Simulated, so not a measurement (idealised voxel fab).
process module | voxel self aligned contacts
cross-section cut | 190 nm wide | cells 5 nm
A cross-section is a grid of square cells, given in bands from the top down. A band is one or more rows of cells.
Each band's line starts with the height of the band's top and of its bottom, in nm. Then come its materials from left to right, each with its width in nm. One material with "throughout" fills the band from edge to edge. "air" is empty space.
Height 0 is the level under which the wafer as received is all one material. The lowest band goes on downwards, as in "0 down".
A width such as "30 to 40" changes by the same amount from each row of cells to the next, from the band's top row to its bottom row.
"no change" after a step means that no cell of the cross-section changed.
closed voids: empty space of 8 cells or more with no open way to the top, each as width x height at its distance from the left edge, in nm
after a step's settings: what the simulator itself notes on the step
overlay nm, on a step with a mask: how far to the right of its planned place the mask lay; to the left if negative
plan
1 op RECEIVE | material Si
2 op CONFORMAL_DEP | material SiO2 | thk nm 5
3 op DIRECTIONAL_DEP | material polySi | thk nm 20
4 op DIRECTIONAL_DEP | material SiN | thk nm 20
5 op DIRECTIONAL_DEP | material aC | thk nm 15
6 op PATTERN | tone cover | mask id GATE | material resist | width nm 25 | pitch nm 65 | thk nm 35 | overlay nm 0
7 op DIRECTIONAL_ETCH | etch materials aC | depth nm 15
8 op STRIP | etch materials resist
9 op DIRECTIONAL_ETCH | etch materials SiN | depth nm 20
10 op DIRECTIONAL_ETCH | etch materials polySi | depth nm 20
11 op STRIP | etch materials aC
12 op CONFORMAL_DEP | material SiN | thk nm 10
13 op DIRECTIONAL_ETCH | etch materials SiN | depth nm 10
14 op FILL_DEP | material SiO2 | thk nm 20
15 op CMP | height nm 55
16 op PATTERN | tone open | mask id CONTACT | material resist | width nm 50 | pitch nm 65 | thk nm 20 | overlay nm 0
17 op DIRECTIONAL_ETCH | etch materials SiO2 | depth nm 55
18 op STRIP | etch materials resist
19 op CONFORMAL_DEP | material TiN | thk nm 5
20 op FILL_DEP | material Ru | thk nm 5
21 op CMP | height nm 55
22 op CONFORMAL_DEP | material SiCN | thk nm 5
as received, after step 1
  0 down: Si throughout
  closed voids: none
a wafer at the end: this start, this plan, one mistake
  60 to 55: SiCN throughout
  55 to 45: SiO2 35 | TiN 5 | Ru 40 | TiN 5 | SiO2 15 | TiN 5 | Ru 40 | TiN 5 | SiO2 40
  45 to 40: SiO2 35 | TiN 15 | Ru 20 | TiN 15 | SiO2 15 | TiN 15 | Ru 20 | TiN 15 | SiO2 40
  40 to 25: SiO2 10 | SiN 35 | TiN 5 | Ru 20 | TiN 5 | SiN 35 | TiN 5 | Ru 20 | TiN 5 | SiN 35 | SiO2 15
  25 to 5: SiO2 10 | SiN 5 | polySi 25 | SiN 5 | TiN 5 | Ru 20 | TiN 5 | SiN 5 | polySi 25 | SiN 5 | TiN 5 | Ru 20 | TiN 5 | SiN 5 | polySi 25 | SiN 5 | SiO2 15
  5 to 0: SiO2 45 | TiN 30 | SiO2 35 | TiN 30 | SiO2 50
  0 down: Si throughout
  closed voids: none
what went wrong: step 12 ran as: op CONFORMAL_DEP | material SiN | thk nm 5
